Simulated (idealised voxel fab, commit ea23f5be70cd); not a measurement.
The process module that follows is named voxel self aligned contacts.
The figure presents cross-section cut, which has a width of 300 nm and is divided into square cells with an edge length of 5 nm.
A cross-section is written here as square cells arranged in a grid, and it is given in bands from the top down, each band taking up one or more rows of cells.
Band: top and bottom heights (nm) first, top before bottom; then materials from left to right, widths in nm. "everywhere" marks a sole material filling the band edge to edge. "air" denotes empty space.
Beneath 0, the wafer as received is one material, and that level is where height counting begins. The lowest band goes on downward without a bottom; it is written like "0 and below".
Top row gets the first number, bottom row gets the second, and each row in between changes by the same step: that is how a band width like "30 to 40" works.
"no alteration" after a step means that no cell of the cross-section changed.
In the "Completely sealed voids" entry, you get each enclosed empty space of 8 cells or more, one with no open way to the top, written width x height at distance, distance from the left edge, in nm.
Where a step's line continues beyond its settings, the continuation is a remark by the simulator itself on that step.
"overlay nm" answers the question of how far to the right of plan the mask lay on a step that has a mask, and when it is negative the answer is to the left.

Process steps (planned)
| 1 | RECEIVE (material Si) |
| 2 | OXIDIZE (depth nm 5) |
| 3 | DIRECTIONAL_DEP (material polySi; thk nm 30) |
| 4 | DIRECTIONAL_DEP (material SiN; thk nm 15) |
| 5 | MASKED_ETCH (tone cover; mask id GATE; width nm 35; pitch nm 65; etch materials SiN; depth nm 15; overlay nm 0) |
| 6 | MASKED_ETCH (tone cover; mask id GATE; width nm 35; pitch nm 65; etch materials polySi; depth nm 30; overlay nm 0) |
| 7 | CONFORMAL_DEP (material SiN; thk nm 5) |
| 8 | DIRECTIONAL_ETCH (etch materials SiN; depth nm 5) |
| 9 | FILL_DEP (material SiO2; thk nm 10) |
| 10 | CMP (height nm 50) |
| 11 | DIRECTIONAL_DEP (material aC; thk nm 10) |
| 12 | PATTERN (tone open; mask id CONTACT; material resist; width nm 40; thk nm 25; overlay nm 0) |
| 13 | DIRECTIONAL_ETCH (etch materials aC; depth nm 10) |
| 14 | STRIP (etch materials resist) |
| 15 | DIRECTIONAL_ETCH (etch materials SiO2; depth nm 55) |
| 16 | STRIP (etch materials aC) |
| 17 | CONFORMAL_DEP (material TiN; thk nm 5) |
| 18 | FILL_DEP (material W; thk nm 10) |
| 19 | CMP (height nm 50) |
| 20 | CONFORMAL_DEP (material SiN; thk nm 5) |

The first of two wafers, run as planned

As-received state of the wafer in cross-section, equivalent to post-step 1
    0 and below: Si everywhere
    Completely sealed voids: none

How the wafer stands in section after step 2
    0 down to -5: SiO2 everywhere
    Nothing below the height -5 has changed.

How the wafer stands in section after step 3
    30 down to 0: polySi everywhere
    Nothing below the height 0 has changed.

How the wafer stands in section after step 4
    45 down to 30: SiN everywhere
    Nothing below the height 30 has changed.

How the wafer stands in section after step 5
    45 down to 30: air (100) / SiN (35) / air (30) / SiN (35) / air (100)
    Nothing below the height 30 has changed.

How the wafer stands in section after step 6
    45 down to 30: air (100) / SiN (35) / air (30) / SiN (35) / air (100)
    30 down to 0: air (100) / polySi (35) / air (30) / polySi (35) / air (100)
    Nothing below the height 0 has changed.

How the wafer stands in section after step 7
    50 down to 30: air (95) / SiN (45) / air (20) / SiN (45) / air (95)
    30 down to 5: air (95) / SiN (5) / polySi (35) / SiN (5) / air (20) / SiN (5) / polySi (35) / SiN (5) / air (95)
    5 down to 0: SiN (100) / polySi (35) / SiN (30) / polySi (35) / SiN (100)
    Nothing below the height 0 has changed.

How the wafer stands in section after step 8
    45 down to 30: air (95) / SiN (45) / air (20) / SiN (45) / air (95)
    30 down to 0: air (95) / SiN (5) / polySi (35) / SiN (5) / air (20) / SiN (5) / polySi (35) / SiN (5) / air (95)
    Nothing below the height 0 has changed.

How the wafer stands in section after step 9
    55 down to 45: SiO2 everywhere
    45 down to 30: SiO2 (95) / SiN (45) / SiO2 (20) / SiN (45) / SiO2 (95)
    30 down to 0: SiO2 (95) / SiN (5) / polySi (35) / SiN (5) / SiO2 (20) / SiN (5) / polySi (35) / SiN (5) / SiO2 (95)
    Nothing below the height 0 has changed.

How the wafer stands in section after step 10
    50 down to 45: SiO2 everywhere
    Nothing below the height 45 has changed.

How the wafer stands in section after step 11
    60 down to 50: aC everywhere
    Nothing below the height 50 has changed.

How the wafer stands in section after step 12
    85 down to 60: resist (130) / air (40) / resist (130)
    Nothing below the height 60 has changed.

How the wafer stands in section after step 13
    75 down to 60: resist (130) / air (40) / resist (130)
    60 down to 50: aC (130) / air (40) / aC (130)
    Nothing below the height 50 has changed.

How the wafer stands in section after step 14
    60 down to 50: aC (130) / air (40) / aC (130)
    Nothing below the height 50 has changed.

How the wafer stands in section after step 15
    60 down to 50: aC (130) / air (40) / aC (130)
    50 down to 45: SiO2 (130) / air (40) / SiO2 (130)
    45 down to 30: SiO2 (95) / SiN (45) / air (20) / SiN (45) / SiO2 (95)
    30 down to 0: SiO2 (95) / SiN (5) / polySi (35) / SiN (5) / air (20) / SiN (5) / polySi (35) / SiN (5) / SiO2 (95)
    0 down to -5: SiO2 (140) / air (20) / SiO2 (140)
    Nothing below the height -5 has changed.

How the wafer stands in section after step 16
    50 down to 45: SiO2 (130) / air (40) / SiO2 (130)
    Nothing below the height 45 has changed.

How the wafer stands in section after step 17
    55 down to 50: TiN (135) / air (30) / TiN (135)
    50 down to 45: SiO2 (130) / TiN (15) / air (10) / TiN (15) / SiO2 (130)
    45 down to 30: SiO2 (95) / SiN (45) / TiN (5) / air (10) / TiN (5) / SiN (45) / SiO2 (95)
    30 down to 0: SiO2 (95) / SiN (5) / polySi (35) / SiN (5) / TiN (5) / air (10) / TiN (5) / SiN (5) / polySi (35) / SiN (5) / SiO2 (95)
    0 down to -5: SiO2 (140) / TiN (20) / SiO2 (140)
    Nothing below the height -5 has changed.

How the wafer stands in section after step 18
    65 down to 55: W everywhere
    55 down to 50: TiN (135) / W (30) / TiN (135)
    50 down to 45: SiO2 (130) / TiN (15) / W (10) / TiN (15) / SiO2 (130)
    45 down to 30: SiO2 (95) / SiN (45) / TiN (5) / W (10) / TiN (5) / SiN (45) / SiO2 (95)
    30 down to 0: SiO2 (95) / SiN (5) / polySi (35) / SiN (5) / TiN (5) / W (10) / TiN (5) / SiN (5) / polySi (35) / SiN (5) / SiO2 (95)
    Nothing below the height 0 has changed.

How the wafer stands in section after step 19
    50 down to 45: SiO2 (130) / TiN (15) / W (10) / TiN (15) / SiO2 (130)
    Nothing below the height 45 has changed.

How the wafer stands in section after step 20
    55 down to 50: SiN everywhere
    Nothing below the height 50 has changed.

Regarding the second of the two wafers: it shared the first wafer's starting condition and process plan, yet one error occurred during its execution. Its history coincides with that of the first wafer up to and including step 4

Look at the second wafer in cross-section at the time step 5 ought to have finished
    45 down to 30: SiN (100) / air (35) / SiN (30) / air (35) / SiN (100)
    Nothing below the height 30 has changed.

Look at the second wafer in cross-section at the time step 6 ought to have finished: no alteration

Look at the second wafer in cross-section at the time step 7 ought to have finished
    50 down to 35: SiN (105) / air (25) / SiN (40) / air (25) / SiN (105)
    35 down to 30: SiN everywhere
    Nothing below the height 30 has changed.

Look at the second wafer in cross-section at the time step 8 ought to have finished
    45 down to 30: SiN (105) / air (25) / SiN (40) / air (25) / SiN (105)
    Nothing below the height 30 has changed.

Look at the second wafer in cross-section at the time step 9 ought to have finished
    55 down to 45: SiO2 everywhere
    45 down to 30: SiN (105) / SiO2 (25) / SiN (40) / SiO2 (25) / SiN (105)
    Nothing below the height 30 has changed.

Look at the second wafer in cross-section at the time step 10 ought to have finished
    50 down to 45: SiO2 everywhere
    Nothing below the height 45 has changed.

Look at the second wafer in cross-section at the time step 11 ought to have finished
    60 down to 50: aC everywhere
    Nothing below the height 50 has changed.

Look at the second wafer in cross-section at the time step 12 ought to have finished
    85 down to 60: resist (130) / air (40) / resist (130)
    Nothing below the height 60 has changed.

Look at the second wafer in cross-section at the time step 13 ought to have finished
    75 down to 60: resist (130) / air (40) / resist (130)
    60 down to 50: aC (130) / air (40) / aC (130)
    Nothing below the height 50 has changed.

Look at the second wafer in cross-section at the time step 14 ought to have finished
    60 down to 50: aC (130) / air (40) / aC (130)
    Nothing below the height 50 has changed.

Look at the second wafer in cross-section at the time step 15 ought to have finished
    60 down to 50: aC (130) / air (40) / aC (130)
    50 down to 45: SiO2 (130) / air (40) / SiO2 (130)
    Nothing below the height 45 has changed.

Look at the second wafer in cross-section at the time step 16 ought to have finished
    50 down to 45: SiO2 (130) / air (40) / SiO2 (130)
    Nothing below the height 45 has changed.

Look at the second wafer in cross-section at the time step 17 ought to have finished
    55 down to 50: TiN (135) / air (30) / TiN (135)
    50 down to 45: SiO2 (130) / TiN (40) / SiO2 (130)
    Nothing below the height 45 has changed.

Look at the second wafer in cross-section at the time step 18 ought to have finished
    65 down to 55: W everywhere
    55 down to 50: TiN (135) / W (30) / TiN (135)
    Nothing below the height 50 has changed.

Look at the second wafer in cross-section at the time step 19 ought to have finished
    50 down to 45: SiO2 (130) / TiN (40) / SiO2 (130)
    Nothing below the height 45 has changed.

Look at the second wafer in cross-section at the time step 20 ought to have finished
    55 down to 50: SiN everywhere
    Nothing below the height 50 has changed.
What was done differently from what was planned? for step 5, the planned setting was not used; the step was instead run as MASKED_ETCH (tone open; mask id GATE; width nm 35; pitch nm 65; etch materials SiN; depth nm 15; overlay nm 0)
Looking at both finished wafers in cells, the second ends up ahead of or behind the first on some materials: +72 SiN; -308 SiO2; -20 TiN; -20 W; +276 polySi
